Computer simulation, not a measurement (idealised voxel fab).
Documented hereafter: the process module known as voxel released beams.
Xsec cut, 155 nm wide, square cell size 5 nm.
For the purposes of this document, a cross-section shall be understood as a grid of square cells, specified as bands listed in top-to-bottom order, each band consisting of one or more rows of cells.
What a band's entry tells you: where the top is and where the bottom is, as heights in nm, and after that what lies inside, material by material from left to right, each with its width in nm. Empty space is written as the word "air", and a single material marked with the word "full width" occupies the band from edge to edge.
We count height from 0. Below that, the starting wafer is all one material. The lowest band never ends at the bottom but goes on down; see "top 0, no bottom" for how that is written.
Graded width ("30..40"): value in top row of band = first number; value in bottom row = second number; row-to-row change constant.
Where the words "left unchanged" appear for a step, the cross-section shows no cell changed by that step; every cell remained as before.
Entry "Sealed internal cavities" = empty spaces >= 8 cells with no open way to the top; each as width x height at distance, distance from left edge, all nm.
Text after the settings on a step's line: the simulator's own remark on that step.
A step line may carry the setting "overlay nm", which, for steps involving a mask, states the distance by which the mask lay to the right of its intended position; negative values denote displacement to the left.
[Here's what the planned process steps look like]
1 RECEIVE, material Si
2 CONFORMAL_DEP, material SiN, thk nm 5
3 DIRECTIONAL_DEP, material SiO2, thk nm 15
4 MASKED_ETCH, tone open, mask id ANCHOR, width nm 35, etch materials SiO2, depth nm 15, overlay nm 0
5 CONFORMAL_DEP, material W, thk nm 15
6 DIRECTIONAL_DEP, material aC, thk nm 15
7 PATTERN, tone cover, mask id BEAM, material resist, width nm 90, thk nm 30, overlay nm 0
8 DIRECTIONAL_ETCH, etch materials aC, depth nm 15
9 STRIP, etch materials resist
10 DIRECTIONAL_ETCH, etch materials W, depth nm 15
11 STRIP, etch materials aC
12 STRIP, etch materials SiO2
[Cross-section, incoming material, after step 1]
- top 0, no bottom: Si full width
- Sealed internal cavities: none
[Cross-section, first of two wafers, end of module, run as planned]
- top 35, bottom 20: air 30  W 20  air 5  W 65  air 35
- top 20, bottom 5: air 35  W 35  air 85
- top 5, bottom 0: SiN full width
- top 0, no bottom: Si full width
- Sealed internal cavities: none
[Cross-sectional image of the second wafer of the two following completion of the module. Starting state and process plan were the same as for the first wafer; one execution error occurred]
- top 35, bottom 20: air 30  W 90  air 35
- top 20, bottom 15: SiN full width
- top 15, bottom 0: SiO2 full width
- top 0, no bottom: Si full width
- Sealed internal cavities: none
Short version of what went wrong: swap of plan steps 2 and 3 during execution
at the end the second wafer has, in cells: +93 SiO2 | -18 W
